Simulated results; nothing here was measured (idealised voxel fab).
Presented below is a process module, voxel wiring stack.
Displayed cross-section: cut, width of 200 nm, square cells sized 5 nm.
Reading order for cross-sections: top band down to bottom band. Underlying form: a grid of square cells. Band size: one or more rows of cells.
Band: top height; bottom height; in nm. Then, left to right: material with width in nm, for each material. "full width": a single material spanning edge to edge. "empty": empty space.
Where do heights start? At 0: under that level the wafer as delivered is made of one material only. And the lowest band has no floor; it just carries on downward, as in "0 and below".
A two-number width, for instance "30..40", indicates that the width is equal to the first number in the top row of the band and to the second number in the bottom row, and that it changes by a constant amount per row of cells.
"identical to before" for a step: no cell of the cross-section changed in that step.
You'll see "closed voids" listing empty spaces that have no way open to the top, as long as they're 8 cells or more; the notation is width x height at distance, where the distance is from the left edge, and all of it is in nm.
Where a step's line continues beyond its settings, the continuation is a remark by the simulator itself on that step.
What "overlay nm" on a step's line means: if the step has a mask, that mask lay this far to the right of its planned place, or, when the value is negative, to the left.

The planned process steps are enumerated hereunder:
| 1 | RECEIVE: material Si |
| 2 | CONFORMAL_DEP: material SiO2, thk nm 10 |
| 3 | CONFORMAL_DEP: material SiN, thk nm 5 |
| 4 | DIRECTIONAL_DEP: material SiO2, thk nm 25 |
| 5 | MASKED_ETCH: tone open, mask id METAL_1, width nm 25, pitch nm 55, etch materials SiO2, depth nm 25, overlay nm 0 |
| 6 | MASKED_ETCH: tone open, mask id METAL_1, width nm 25, pitch nm 55, etch materials SiN, depth nm 5, overlay nm 0 |
| 7 | CONFORMAL_DEP: material TiN, thk nm 5 |
| 8 | FILL_DEP: material W, thk nm 5 |
| 9 | CMP: height nm 40 |
| 10 | EPI: material Ru, thk nm 5 |
| 11 | FILL_DEP: material SiCN, thk nm 5 |
| 12 | DIRECTIONAL_DEP: material lowk, thk nm 25 |
| 13 | PATTERN: tone open, mask id METAL_2, material resist, width nm 25, pitch nm 55, thk nm 15, overlay nm 0 |
| 14 | DIRECTIONAL_ETCH: etch materials lowk, depth nm 15 |
| 15 | STRIP: etch materials resist |
| 16 | MASKED_ETCH: tone open, mask id METAL_2_HOLES, width nm 15, pitch nm 55, etch materials lowk, depth nm 10, overlay nm 0 |
| 17 | MASKED_ETCH: tone open, mask id METAL_2_HOLES, width nm 15, pitch nm 55, etch materials SiCN, depth nm 5, overlay nm 0 |
| 18 | CONFORMAL_DEP: material TiN, thk nm 5 |
| 19 | FILL_DEP: material Cu, thk nm 5 |
| 20 | CMP: height nm 75 |
| 21 | CONFORMAL_DEP: material SiN, thk nm 5 |

The following pertains to the first of two wafers, which was processed as planned:

Cross-section of the incoming wafer, state after step 1:
0 and below: Si full width
closed voids: none

After step 2: wafer cross-section:
10 down to 0: SiO2 full width
Below 0, no change.

After step 3: wafer cross-section:
15 down to 10: SiN full width
Below 10, no change.

After step 4: wafer cross-section:
40 down to 15: SiO2 full width
Below 15, no change.

After step 5: wafer cross-section:
40 down to 15: 60 nm SiO2; 25 nm empty; 30 nm SiO2; 25 nm empty; 60 nm SiO2
Below 15, no change.

After step 6: wafer cross-section:
40 down to 15: 60 nm SiO2; 25 nm empty; 30 nm SiO2; 25 nm empty; 60 nm SiO2
15 down to 10: 60 nm SiN; 25 nm empty; 30 nm SiN; 25 nm empty; 60 nm SiN
Below 10, no change.

After step 7: wafer cross-section:
45 down to 40: 65 nm TiN; 15 nm empty; 40 nm TiN; 15 nm empty; 65 nm TiN
40 down to 15: 60 nm SiO2; 5 nm TiN; 15 nm empty; 5 nm TiN; 30 nm SiO2; 5 nm TiN; 15 nm empty; 5 nm TiN; 60 nm SiO2
15 down to 10: 60 nm SiN; 25 nm TiN; 30 nm SiN; 25 nm TiN; 60 nm SiN
Below 10, no change.

After step 8: wafer cross-section:
50 down to 45: W full width
45 down to 40: 65 nm TiN; 15 nm W; 40 nm TiN; 15 nm W; 65 nm TiN
40 down to 15: 60 nm SiO2; 5 nm TiN; 15 nm W; 5 nm TiN; 30 nm SiO2; 5 nm TiN; 15 nm W; 5 nm TiN; 60 nm SiO2
Below 15, no change.

After step 9: wafer cross-section:
40 down to 15: 60 nm SiO2; 5 nm TiN; 15 nm W; 5 nm TiN; 30 nm SiO2; 5 nm TiN; 15 nm W; 5 nm TiN; 60 nm SiO2
Below 15, no change.

After step 10: wafer cross-section:
45 down to 40: 55 nm empty; 35 nm Ru; 20 nm empty; 35 nm Ru; 55 nm empty
Below 40, no change.

After step 11: wafer cross-section:
50 down to 45: SiCN full width
45 down to 40: 55 nm SiCN; 35 nm Ru; 20 nm SiCN; 35 nm Ru; 55 nm SiCN
Below 40, no change.

After step 12: wafer cross-section:
75 down to 50: lowk full width
Below 50, no change.

After step 13: wafer cross-section:
90 down to 75: 60 nm resist; 25 nm empty; 30 nm resist; 25 nm empty; 60 nm resist
Below 75, no change.

After step 14: wafer cross-section:
90 down to 75: 60 nm resist; 25 nm empty; 30 nm resist; 25 nm empty; 60 nm resist
75 down to 60: 60 nm lowk; 25 nm empty; 30 nm lowk; 25 nm empty; 60 nm lowk
Below 60, no change.

After step 15: wafer cross-section:
75 down to 60: 60 nm lowk; 25 nm empty; 30 nm lowk; 25 nm empty; 60 nm lowk
Below 60, no change.

After step 16: wafer cross-section:
75 down to 60: 60 nm lowk; 25 nm empty; 30 nm lowk; 25 nm empty; 60 nm lowk
60 down to 50: 60 nm lowk; 15 nm empty; 40 nm lowk; 15 nm empty; 70 nm lowk
Below 50, no change.

After step 17: wafer cross-section:
75 down to 60: 60 nm lowk; 25 nm empty; 30 nm lowk; 25 nm empty; 60 nm lowk
60 down to 50: 60 nm lowk; 15 nm empty; 40 nm lowk; 15 nm empty; 70 nm lowk
50 down to 45: 60 nm SiCN; 15 nm empty; 40 nm SiCN; 15 nm empty; 70 nm SiCN
Below 45, no change.

After step 18: wafer cross-section:
80 down to 75: 65 nm TiN; 15 nm empty; 40 nm TiN; 15 nm empty; 65 nm TiN
75 down to 65: 60 nm lowk; 5 nm TiN; 15 nm empty; 5 nm TiN; 30 nm lowk; 5 nm TiN; 15 nm empty; 5 nm TiN; 60 nm lowk
65 down to 60: 60 nm lowk; 5 nm TiN; 5 nm empty; 15 nm TiN; 30 nm lowk; 5 nm TiN; 5 nm empty; 15 nm TiN; 60 nm lowk
60 down to 50: 60 nm lowk; 5 nm TiN; 5 nm empty; 5 nm TiN; 40 nm lowk; 5 nm TiN; 5 nm empty; 5 nm TiN; 70 nm lowk
50 down to 45: 60 nm SiCN; 15 nm TiN; 40 nm SiCN; 15 nm TiN; 70 nm SiCN
Below 45, no change.

After step 19: wafer cross-section:
85 down to 80: Cu full width
80 down to 75: 65 nm TiN; 15 nm Cu; 40 nm TiN; 15 nm Cu; 65 nm TiN
75 down to 65: 60 nm lowk; 5 nm TiN; 15 nm Cu; 5 nm TiN; 30 nm lowk; 5 nm TiN; 15 nm Cu; 5 nm TiN; 60 nm lowk
65 down to 60: 60 nm lowk; 5 nm TiN; 5 nm Cu; 15 nm TiN; 30 nm lowk; 5 nm TiN; 5 nm Cu; 15 nm TiN; 60 nm lowk
60 down to 50: 60 nm lowk; 5 nm TiN; 5 nm Cu; 5 nm TiN; 40 nm lowk; 5 nm TiN; 5 nm Cu; 5 nm TiN; 70 nm lowk
Below 50, no change.

After step 20: wafer cross-section:
75 down to 65: 60 nm lowk; 5 nm TiN; 15 nm Cu; 5 nm TiN; 30 nm lowk; 5 nm TiN; 15 nm Cu; 5 nm TiN; 60 nm lowk
Below 65, no change.

After step 21: wafer cross-section:
80 down to 75: SiN full width
Below 75, no change.

Wafer two. Same start, same plan, one slip in execution. Same as wafer one through step 2, inclusive:

Cross-section, second wafer, at the end time the plan gives for step 3: identical to before

Cross-section, second wafer, at the end time the plan gives for step 4:
35 down to 0: SiO2 full width
Below 0, no change.

Cross-section, second wafer, at the end time the plan gives for step 5:
35 down to 10: 60 nm SiO2; 25 nm empty; 30 nm SiO2; 25 nm empty; 60 nm SiO2
Below 10, no change.

Cross-section, second wafer, at the end time the plan gives for step 6: identical to before

Cross-section, second wafer, at the end time the plan gives for step 7:
40 down to 35: 65 nm TiN; 15 nm empty; 40 nm TiN; 15 nm empty; 65 nm TiN
35 down to 15: 60 nm SiO2; 5 nm TiN; 15 nm empty; 5 nm TiN; 30 nm SiO2; 5 nm TiN; 15 nm empty; 5 nm TiN; 60 nm SiO2
15 down to 10: 60 nm SiO2; 25 nm TiN; 30 nm SiO2; 25 nm TiN; 60 nm SiO2
Below 10, no change.

Cross-section, second wafer, at the end time the plan gives for step 8:
45 down to 40: W full width
40 down to 35: 65 nm TiN; 15 nm W; 40 nm TiN; 15 nm W; 65 nm TiN
35 down to 15: 60 nm SiO2; 5 nm TiN; 15 nm W; 5 nm TiN; 30 nm SiO2; 5 nm TiN; 15 nm W; 5 nm TiN; 60 nm SiO2
Below 15, no change.

Cross-section, second wafer, at the end time the plan gives for step 9:
40 down to 35: 65 nm TiN; 15 nm W; 40 nm TiN; 15 nm W; 65 nm TiN
Below 35, no change.

Cross-section, second wafer, at the end time the plan gives for step 10:
45 down to 40: Ru full width
Below 40, no change.

Cross-section, second wafer, at the end time the plan gives for step 11:
50 down to 45: SiCN full width
Below 45, no change.

Cross-section, second wafer, at the end time the plan gives for step 12:
75 down to 50: lowk full width
Below 50, no change.

Cross-section, second wafer, at the end time the plan gives for step 13:
90 down to 75: 60 nm resist; 25 nm empty; 30 nm resist; 25 nm empty; 60 nm resist
Below 75, no change.

Cross-section, second wafer, at the end time the plan gives for step 14:
90 down to 75: 60 nm resist; 25 nm empty; 30 nm resist; 25 nm empty; 60 nm resist
75 down to 60: 60 nm lowk; 25 nm empty; 30 nm lowk; 25 nm empty; 60 nm lowk
Below 60, no change.

Cross-section, second wafer, at the end time the plan gives for step 15:
75 down to 60: 60 nm lowk; 25 nm empty; 30 nm lowk; 25 nm empty; 60 nm lowk
Below 60, no change.

Cross-section, second wafer, at the end time the plan gives for step 16:
75 down to 60: 60 nm lowk; 25 nm empty; 30 nm lowk; 25 nm empty; 60 nm lowk
60 down to 50: 60 nm lowk; 15 nm empty; 40 nm lowk; 15 nm empty; 70 nm lowk
Below 50, no change.

Cross-section, second wafer, at the end time the plan gives for step 17:
75 down to 60: 60 nm lowk; 25 nm empty; 30 nm lowk; 25 nm empty; 60 nm lowk
60 down to 50: 60 nm lowk; 15 nm empty; 40 nm lowk; 15 nm empty; 70 nm lowk
50 down to 45: 60 nm SiCN; 15 nm empty; 40 nm SiCN; 15 nm empty; 70 nm SiCN
Below 45, no change.

Cross-section, second wafer, at the end time the plan gives for step 18:
80 down to 75: 65 nm TiN; 15 nm empty; 40 nm TiN; 15 nm empty; 65 nm TiN
75 down to 65: 60 nm lowk; 5 nm TiN; 15 nm empty; 5 nm TiN; 30 nm lowk; 5 nm TiN; 15 nm empty; 5 nm TiN; 60 nm lowk
65 down to 60: 60 nm lowk; 5 nm TiN; 5 nm empty; 15 nm TiN; 30 nm lowk; 5 nm TiN; 5 nm empty; 15 nm TiN; 60 nm lowk
60 down to 50: 60 nm lowk; 5 nm TiN; 5 nm empty; 5 nm TiN; 40 nm lowk; 5 nm TiN; 5 nm empty; 5 nm TiN; 70 nm lowk
50 down to 45: 60 nm SiCN; 15 nm TiN; 40 nm SiCN; 15 nm TiN; 70 nm SiCN
Below 45, no change.

Cross-section, second wafer, at the end time the plan gives for step 19:
85 down to 80: Cu full width
80 down to 75: 65 nm TiN; 15 nm Cu; 40 nm TiN; 15 nm Cu; 65 nm TiN
75 down to 65: 60 nm lowk; 5 nm TiN; 15 nm Cu; 5 nm TiN; 30 nm lowk; 5 nm TiN; 15 nm Cu; 5 nm TiN; 60 nm lowk
65 down to 60: 60 nm lowk; 5 nm TiN; 5 nm Cu; 15 nm TiN; 30 nm lowk; 5 nm TiN; 5 nm Cu; 15 nm TiN; 60 nm lowk
60 down to 50: 60 nm lowk; 5 nm TiN; 5 nm Cu; 5 nm TiN; 40 nm lowk; 5 nm TiN; 5 nm Cu; 5 nm TiN; 70 nm lowk
Below 50, no change.

Cross-section, second wafer, at the end time the plan gives for step 20:
75 down to 65: 60 nm lowk; 5 nm TiN; 15 nm Cu; 5 nm TiN; 30 nm lowk; 5 nm TiN; 15 nm Cu; 5 nm TiN; 60 nm lowk
Below 65, no change.

Cross-section, second wafer, at the end time the plan gives for step 21:
80 down to 75: SiN full width
Below 75, no change.
Heads up, the wafer didn't run the way we planned it: the plan's step 3 was left out and never carried out
Once processing is complete, comparing cell counts shows that the second wafer has more or fewer of certain materials than the first: Ru +26, SiCN -26, SiN -30, TiN +30
